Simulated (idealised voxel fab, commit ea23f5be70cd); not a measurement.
The process module presented herein is designated voxel tone inversion.
Xsec cut, 160 nm wide, square cell size 5 nm.
When this document writes out a cross-section, it uses a grid of square cells and lists it as bands, beginning at the top and moving down, with a band standing for one or more rows of cells.
A band entry consists of two parts. The first gives the height of the band's top and the height of its bottom, in nm. The rest lists the band's materials from left to right, each with its width in nm. A single material labelled with the word "full width" fills the band from edge to edge, and the word "blank" marks empty space.
Counting heights begins at 0, where everything beneath is, in the wafer as received, one material. The lowest band has no bottom; it goes on downwards, as "z 0 and below" shows.
Width "30..40": first value at the band's top row of cells, second value at its bottom row, equal change from row to row.
Any step labelled "no alterations made" changed none of the cells in the cross-section.
Empty spaces without an open route to the top, at least 8 cells in extent, make up the entry "Enclosed voids"; each is given as width x height at distance, where the distance is measured from the left edge, and all are in nm.
after a step's settings: what the simulator itself notes on the step
"overlay nm", when on a step's line for a step with a mask, measures how far to the right of its planned place the mask lay; a negative measure means to the left.
So here's the lineup of process steps we planned:
1: op RECEIVE | material Si
2: op CONFORMAL_DEP | material SiN | thk nm 10
3: op DIRECTIONAL_DEP | material aC | thk nm 15
4: op PATTERN | tone cover | mask id POSTS | material resist | width nm 15 | pitch nm 40 | thk nm 20 | overlay nm 0
5: op DIRECTIONAL_ETCH | etch materials aC | depth nm 15
6: op STRIP | etch materials resist
7: op FILL_DEP | material SiO2 | thk nm 5
8: op CMP | height nm 25
9: op STRIP | etch materials aC
First of two wafers, processed according to plan:
Received-state cross-section, reflecting completion of step 1:
z 0 and below | Si full width
Enclosed voids: none
Upon completion of step 2, the wafer appears in cross-section as shown:
z 10 to 0 | SiN full width
Below 0, no change.
Upon completion of step 3, the wafer appears in cross-section as shown:
z 25 to 10 | aC full width
Below 10, no change.
Upon completion of step 4, the wafer appears in cross-section as shown:
z 45 to 25 | blank=30 / resist=15 / blank=25 / resist=15 / blank=25 / resist=15 / blank=35
Below 25, no change.
Upon completion of step 5, the wafer appears in cross-section as shown:
z 30 to 25 | blank=30 / resist=15 / blank=25 / resist=15 / blank=25 / resist=15 / blank=35
z 25 to 10 | blank=30 / aC=15 / blank=25 / aC=15 / blank=25 / aC=15 / blank=35
Below 10, no change.
Upon completion of step 6, the wafer appears in cross-section as shown:
z 25 to 10 | blank=30 / aC=15 / blank=25 / aC=15 / blank=25 / aC=15 / blank=35
Below 10, no change.
Upon completion of step 7, the wafer appears in cross-section as shown:
z 30 to 25 | SiO2 full width
z 25 to 10 | SiO2=30 / aC=15 / SiO2=25 / aC=15 / SiO2=25 / aC=15 / SiO2=35
Below 10, no change.
Upon completion of step 8, the wafer appears in cross-section as shown:
z 25 to 10 | SiO2=30 / aC=15 / SiO2=25 / aC=15 / SiO2=25 / aC=15 / SiO2=35
Below 10, no change.
Upon completion of step 9, the wafer appears in cross-section as shown:
z 25 to 10 | SiO2=30 / blank=15 / SiO2=25 / blank=15 / SiO2=25 / blank=15 / SiO2=35
Below 10, no change.
The Second Wafer: Common Origin and Plan, One Mistake in Execution, Identical to the First Through Step 3:
Here is the second wafer in cross-section at the point where step 4 of the plan should have been done:
z 45 to 25 | blank=30 / resist=20 / blank=20 / resist=20 / blank=20 / resist=20 / blank=30
Below 25, no change.
Here is the second wafer in cross-section at the point where step 5 of the plan should have been done:
z 30 to 25 | blank=30 / resist=20 / blank=20 / resist=20 / blank=20 / resist=20 / blank=30
z 25 to 10 | blank=30 / aC=20 / blank=20 / aC=20 / blank=20 / aC=20 / blank=30
Below 10, no change.
Here is the second wafer in cross-section at the point where step 6 of the plan should have been done:
z 25 to 10 | blank=30 / aC=20 / blank=20 / aC=20 / blank=20 / aC=20 / blank=30
Below 10, no change.
Here is the second wafer in cross-section at the point where step 7 of the plan should have been done:
z 30 to 25 | SiO2 full width
z 25 to 10 | SiO2=30 / aC=20 / SiO2=20 / aC=20 / SiO2=20 / aC=20 / SiO2=30
Below 10, no change.
Here is the second wafer in cross-section at the point where step 8 of the plan should have been done:
z 25 to 10 | SiO2=30 / aC=20 / SiO2=20 / aC=20 / SiO2=20 / aC=20 / SiO2=30
Below 10, no change.
Here is the second wafer in cross-section at the point where step 9 of the plan should have been done:
z 25 to 10 | SiO2=30 / blank=20 / SiO2=20 / blank=20 / SiO2=20 / blank=20 / SiO2=30
Below 10, no change.
Want to know what went wrong? step 4 changed vs plan, executed as op PATTERN | tone cover | mask id POSTS | material resist | width nm 20 | pitch nm 40 | thk nm 20 | overlay nm 0
In the final state, the cell counts of the second wafer exceed or fall short of those of the first for the following materials: SiO2: 9 fewer
